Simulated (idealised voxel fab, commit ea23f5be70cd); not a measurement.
process module | voxel double patterning
cross-section cut | 220 nm wide | cells 5 nm
A cross-section is a grid of square cells, given in bands from the top down. A band is one or more rows of cells.
Each band's line starts with the height of the band's top and of its bottom, in nm. Then come its materials from left to right, each with its width in nm. One material with "throughout" fills the band from edge to edge. "air" is empty space.
Height 0 is the level under which the wafer as received is all one material. The lowest band goes on downwards, as in "0 down".
A width such as "30 to 40" changes by the same amount from each row of cells to the next, from the band's top row to its bottom row.
"no change" after a step means that no cell of the cross-section changed.
closed voids: empty space of 8 cells or more with no open way to the top, each as width x height at its distance from the left edge, in nm
after a step's settings: what the simulator itself notes on the step
overlay nm, on a step with a mask: how far to the right of its planned place the mask lay; to the left if negative
plan
1 op RECEIVE | material Si
2 op CONFORMAL_DEP | material SiO2 | thk nm 10
3 op DIRECTIONAL_DEP | material TiN | thk nm 20
4 op DIRECTIONAL_DEP | material SiN | thk nm 10
5 op PATTERN | tone open | mask id FIRST | material resist | width nm 15 | pitch nm 50 | thk nm 15 | overlay nm 0
6 op DIRECTIONAL_ETCH | etch materials SiN | depth nm 10
7 op STRIP | etch materials resist
8 op DIRECTIONAL_DEP | material aC | thk nm 15
9 op PATTERN | tone open | mask id SECOND | material resist | width nm 15 | thk nm 35 | overlay nm 0
10 op DIRECTIONAL_ETCH | etch materials aC | depth nm 5
11 op STRIP | etch materials resist
12 op DIRECTIONAL_ETCH | etch materials SiN | depth nm 10
13 op STRIP | etch materials aC
14 op DIRECTIONAL_ETCH | etch materials TiN | depth nm 20
15 op STRIP | etch materials SiN
varied across the wafers: depth nm of step 10. The plan shows the first wafer's value. All wafers start alike
first wafer as received, after step 1
  0 down: Si throughout
  closed voids: none
first wafer at the end, after step 15
  30 to 10: TiN 75 | air 15 | TiN 35 | air 15 | TiN 80
  10 to 0: SiO2 throughout
  0 down: Si throughout
  closed voids: none
last wafer at the end
  30 to 10: TiN 75 | air 15 | TiN 10 | air 15 | TiN 10 | air 15 | TiN 80
  10 to 0: SiO2 throughout
  0 down: Si throughout
  closed voids: none
each wafer at the end: cells of each material gained (+) or lost (-) since it was received, then its closed voids
depth nm 5 | +88 SiO2 | +152 TiN | closed voids: none
depth nm 10 | +88 SiO2 | +152 TiN | closed voids: none
depth nm 15 | +88 SiO2 | +140 TiN | closed voids: none
depth nm 20 | +88 SiO2 | +140 TiN | closed voids: none
depth nm 25 | +88 SiO2 | +140 TiN | closed voids: none
depth nm 30 | +88 SiO2 | +140 TiN | closed voids: none
